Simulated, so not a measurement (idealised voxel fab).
process module | voxel air gaps
cross-section cut | 285 nm wide | cells 5 nm
A cross-section is a grid of square cells, given in bands from the top down. A band is one or more rows of cells.
Each band's line starts with the height of the band's top and of its bottom, in nm. Then come its materials from left to right, each with its width in nm. One material with "throughout" fills the band from edge to edge. "air" is empty space.
Height 0 is the level under which the wafer as received is all one material. The lowest band goes on downwards, as in "0 down".
A width such as "30 to 40" changes by the same amount from each row of cells to the next, from the band's top row to its bottom row.
"no change" after a step means that no cell of the cross-section changed.
closed voids: empty space of 8 cells or more with no open way to the top, each as width x height at its distance from the left edge, in nm
after a step's settings: what the simulator itself notes on the step
overlay nm, on a step with a mask: how far to the right of its planned place the mask lay; to the left if negative
plan
1 op RECEIVE | material Si
2 op CONFORMAL_DEP | material SiO2 | thk nm 15
3 op CONFORMAL_DEP | material SiN | thk nm 5
4 op DIRECTIONAL_DEP | material SiO2 | thk nm 35
5 op PATTERN | tone open | mask id LINES | material resist | width nm 25 | pitch nm 50 | thk nm 20 | overlay nm 0
6 op DIRECTIONAL_ETCH | etch materials SiO2 | depth nm 35
7 op STRIP | etch materials resist
8 op CONFORMAL_DEP | material TiN | thk nm 5
9 op FILL_DEP | material W | thk nm 5
10 op CMP | height nm 55
11 op EPI | material Ru | thk nm 10
12 op SELECTIVE_ETCH | etch materials SiO2 | depth nm 45
13 op CONFORMAL_DEP | material SiCN | thk nm 5
as received, after step 1
  0 down: Si throughout
  closed voids: none
a wafer at the end: this start, this plan, one mistake
  70 to 65: air 65 | SiCN 155 | air 65
  65 to 55: air 65 | SiCN 5 | Ru 45 | SiCN 5 | Ru 45 | SiCN 5 | Ru 45 | SiCN 5 | air 65
  55 to 50: air 65 | SiCN 15 | TiN 5 | W 15 | TiN 5 | SiCN 25 | TiN 5 | W 15 | TiN 5 | SiCN 25 | TiN 5 | W 15 | TiN 5 | SiCN 15 | air 65
  50 to 35: air 75 | SiCN 5 | TiN 5 | W 15 | TiN 5 | SiCN 5 | air 15 | SiCN 5 | TiN 5 | W 15 | TiN 5 | SiCN 5 | air 15 | SiCN 5 | TiN 5 | W 15 | TiN 5 | SiCN 5 | air 75
  35 to 30: SiCN 80 | TiN 25 | SiCN 25 | TiN 25 | SiCN 25 | TiN 25 | SiCN 80
  30 to 15: SiN throughout
  15 to 0: SiO2 throughout
  0 down: Si throughout
  closed voids: 15 x 15 at 110; 15 x 15 at 160
what went wrong: step 3 ran as: op CONFORMAL_DEP | material SiN | thk nm 15
